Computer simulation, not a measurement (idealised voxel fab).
Title: Process Module voxel trench capacitor
It is cross-section cut that appears here, measuring 260 nm in width, its square cells being 5 nm in size.
Heads up, the way a cross-section reads in here is a grid of square cells, handed over as bands from the top down, with every band being one or more rows of cells. The entry gives the band's vertical extent as a top height and a bottom height in nm, then its horizontal make-up as materials from left to right, each with a width in nm. "blank" stands for empty space; a single material marked "everywhere" fills the band edge to edge. Beneath 0, the wafer as received is one material, and that level is where height counting begins. The lowest band goes on downward without a bottom; it is written like "0 nm and below". With a width like "30..40", each row of cells in the band differs from the next by the same amount, the top row carrying the first number and the bottom row the second. When a step is marked "same as before", none of the cells in the cross-section changed during that step. Closed empty spaces (no open way to the top) of 8 cells or more are what "Unvented cavities" lists, each as width x height at distance from the left edge, nm for all three. The remark found on a step's line after its settings is issued by the simulator itself and pertains to that step. overlay nm: for a step with a mask, the amount by which the mask lay right of where it was planned; a negative amount means left of it.

### The planned process steps are enumerated hereunder
1,RECEIVE [material Si]
2,CONFORMAL_DEP [material SiN] [thk nm 5]
3,MASKED_ETCH [tone open] [mask id TRENCH] [width nm 25] [pitch nm 50] [etch materials SiN] [depth nm 5] [overlay nm 0]
4,MASKED_ETCH [tone open] [mask id TRENCH] [width nm 25] [pitch nm 50] [etch materials Si] [depth nm 30] [overlay nm 0]
5,CONFORMAL_DEP [material SiO2] [thk nm 5]
6,FILL_DEP [material polySi] [thk nm 10]
7,CMP [height nm 5]

### Shown in cross-section is the wafer as received, that is, as it stands after step 1
	0 nm and below | Si everywhere
	Unvented cavities: none

### Starting structure and process plan are as shown above, but one mistake was made in running the module; the wafer cross-section at the end of the module follows
	5 nm to 0 nm | SiN=90  SiO2=5  polySi=15  SiO2=5  SiN=25  SiO2=5  polySi=15  SiO2=5  SiN=95
	0 nm to -35 nm | Si=90  SiO2=5  polySi=15  SiO2=5  Si=25  SiO2=5  polySi=15  SiO2=5  Si=95
	-35 nm to -40 nm | Si=90  SiO2=25  Si=25  SiO2=25  Si=95
	-40 nm and below | Si everywhere
	Unvented cavities: none
Processing error: so step 4 ended up running with a different setting than we planned, it ran as MASKED_ETCH [tone open] [mask id TRENCH] [width nm 25] [pitch nm 50] [etch materials Si] [depth nm 40] [overlay nm 0]
